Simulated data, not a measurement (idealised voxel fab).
process module | voxel capacitor over wiring
cross-section cut | 295 nm wide | cells 5 nm
A cross-section is a grid of square cells, given in bands from the top down. A band is one or more rows of cells.
Each band's line starts with the height of the band's top and of its bottom, in nm. Then come its materials from left to right, each with its width in nm. One material with "throughout" fills the band from edge to edge. "air" is empty space.
Height 0 is the level under which the wafer as received is all one material. The lowest band goes on downwards, as in "0 down".
A width such as "30 to 40" changes by the same amount from each row of cells to the next, from the band's top row to its bottom row.
"no change" after a step means that no cell of the cross-section changed.
closed voids: empty space of 8 cells or more with no open way to the top, each as width x height at its distance from the left edge, in nm
after a step's settings: what the simulator itself notes on the step
overlay nm, on a step with a mask: how far to the right of its planned place the mask lay; to the left if negative
plan
1 op RECEIVE | material Si
2 op CONFORMAL_DEP | material SiO2 | thk nm 10
3 op CONFORMAL_DEP | material SiN | thk nm 5
4 op DIRECTIONAL_DEP | material SiO2 | thk nm 20
5 op PATTERN | tone open | mask id METAL_1 | material resist | width nm 20 | pitch nm 90 | thk nm 15 | overlay nm 0
6 op DIRECTIONAL_ETCH | etch materials SiO2 | depth nm 20
7 op DIRECTIONAL_ETCH | etch materials SiN | depth nm 5
8 op STRIP | etch materials resist
9 op CONFORMAL_DEP | material TiN | thk nm 5
10 op FILL_DEP | material W | thk nm 5
11 op CMP | height nm 35
12 op CONFORMAL_DEP | material SiCN | thk nm 5
13 op DIRECTIONAL_DEP | material lowk | thk nm 10
14 op PATTERN | tone open | mask id PLUG_1 | material resist | width nm 15 | thk nm 15 | overlay nm 0
15 op DIRECTIONAL_ETCH | etch materials lowk | depth nm 10
16 op DIRECTIONAL_ETCH | etch materials SiCN | depth nm 5
17 op STRIP | etch materials resist
18 op CONFORMAL_DEP | material TiN | thk nm 5
19 op FILL_DEP | material W | thk nm 10
20 op CMP | height nm 50
21 op DIRECTIONAL_DEP | material TiN | thk nm 10
22 op DIRECTIONAL_DEP | material Al2O3 | thk nm 5
23 op DIRECTIONAL_DEP | material TiN | thk nm 5
24 op DIRECTIONAL_DEP | material aC | thk nm 15
25 op PATTERN | tone cover | mask id UPPER_PLATE | material resist | width nm 75 | thk nm 35 | overlay nm 0
26 op DIRECTIONAL_ETCH | etch materials aC | depth nm 15
27 op STRIP | etch materials resist
28 op DIRECTIONAL_ETCH | etch materials TiN | depth nm 5
29 op DIRECTIONAL_ETCH | etch materials Al2O3 | depth nm 5
30 op STRIP | etch materials aC
31 op PATTERN | tone cover | mask id LOWER_PLATE | material resist | width nm 85 | thk nm 20 | overlay nm 0
32 op DIRECTIONAL_ETCH | etch materials TiN | depth nm 10
33 op STRIP | etch materials resist
34 op FILL_DEP | material SiO2 | thk nm 20
35 op CMP | height nm 85
36 op PATTERN | tone open | mask id PLUG_2 | material resist | width nm 15 | thk nm 20 | overlay nm 0
37 op DIRECTIONAL_ETCH | etch materials SiO2 | depth nm 15
38 op STRIP | etch materials resist
39 op CONFORMAL_DEP | material TiN | thk nm 5
40 op FILL_DEP | material W | thk nm 10
41 op CMP | height nm 85
42 op CONFORMAL_DEP | material SiN | thk nm 5
as received, after step 1
  0 down: Si throughout
  closed voids: none
first wafer at the end, as planned
  90 to 85: SiN throughout
  85 to 75: SiO2 105 | TiN 5 | W 5 | TiN 5 | SiO2 175
  75 to 65: SiO2 105 to 95 | TiN 15 to 75 | SiO2 175 to 125
  65 to 60: SiO2 95 | Al2O3 75 | SiO2 125
  60 to 50: SiO2 90 | TiN 85 | SiO2 120
  50 to 40: lowk 95 | TiN 5 | W 5 | TiN 5 | lowk 185
  40 to 35: SiCN 95 | TiN 15 | SiCN 185
  35 to 15: SiO2 90 | TiN 5 | W 10 | TiN 5 | SiO2 70 | TiN 5 | W 10 | TiN 5 | SiO2 95
  15 to 10: SiN 90 | TiN 20 | SiN 70 | TiN 20 | SiN 95
  10 to 0: SiO2 throughout
  0 down: Si throughout
  closed voids: none
second wafer at the end: like start, like plan, one mistake
  90 to 85: SiN throughout
  85 to 75: SiO2 105 | TiN 5 | W 5 | TiN 5 | SiO2 175
  75 to 65: SiO2 105 to 95 | TiN 15 to 75 | SiO2 175 to 125
  65 to 60: SiO2 95 | Al2O3 75 | SiO2 125
  60 to 50: SiO2 90 | TiN 85 | SiO2 120
  50 to 45: W throughout
  45 to 40: TiN 100 | W 5 | TiN 190
  40 to 30: lowk 95 | TiN 5 | W 5 | TiN 5 | lowk 185
  30 to 25: SiCN 95 | TiN 15 | SiCN 185
  25 to 15: SiO2 90 | TiN 5 | W 10 | TiN 5 | SiO2 70 | TiN 5 | W 10 | TiN 5 | SiO2 95
  15 to 10: SiN 90 | TiN 20 | SiN 70 | TiN 20 | SiN 95
  10 to 0: SiO2 throughout
  0 down: Si throughout
  closed voids: none
what went wrong: step 11 ran as: op CMP | height nm 25
at the end the second wafer has, in cells: 102 fewer of SiO2 | 50 more of TiN | 52 more of W
